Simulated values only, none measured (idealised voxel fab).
process module | voxel trench capacitor
cross-section cut | 140 nm wide | cells 5 nm
A cross-section is a grid of square cells, given in bands from the top down. A band is one or more rows of cells.
Each band's line starts with the height of the band's top and of its bottom, in nm. Then come its materials from left to right, each with its width in nm. One material with "throughout" fills the band from edge to edge. "air" is empty space.
Height 0 is the level under which the wafer as received is all one material. The lowest band goes on downwards, as in "0 down".
A width such as "30 to 40" changes by the same amount from each row of cells to the next, from the band's top row to its bottom row.
"no change" after a step means that no cell of the cross-section changed.
closed voids: empty space of 8 cells or more with no open way to the top, each as width x height at its distance from the left edge, in nm
after a step's settings: what the simulator itself notes on the step
overlay nm, on a step with a mask: how far to the right of its planned place the mask lay; to the left if negative
plan
1 op RECEIVE | material Si
2 op CONFORMAL_DEP | material SiN | thk nm 10
3 op PATTERN | tone open | mask id TRENCH | material resist | width nm 20 | pitch nm 40 | thk nm 15 | overlay nm 0
4 op DIRECTIONAL_ETCH | etch materials SiN | depth nm 10
5 op DIRECTIONAL_ETCH | etch materials Si | depth nm 25
6 op STRIP | etch materials resist
7 op CONFORMAL_DEP | material SiO2 | thk nm 5
8 op FILL_DEP | material polySi | thk nm 10
9 op CMP | height nm 10
as received, after step 1
  0 down: Si throughout
  closed voids: none
a wafer at the end: this start, this plan, one mistake
  10 to 0: SiN 40 | SiO2 5 | polySi 10 | SiO2 5 | SiN 20 | SiO2 5 | polySi 10 | SiO2 5 | SiN 40
  0 to -45: Si 40 | SiO2 5 | polySi 10 | SiO2 5 | Si 20 | SiO2 5 | polySi 10 | SiO2 5 | Si 40
  -45 to -50: Si 40 | SiO2 20 | Si 20 | SiO2 20 | Si 40
  -50 down: Si throughout
  closed voids: none
what went wrong: step 5 was run twice
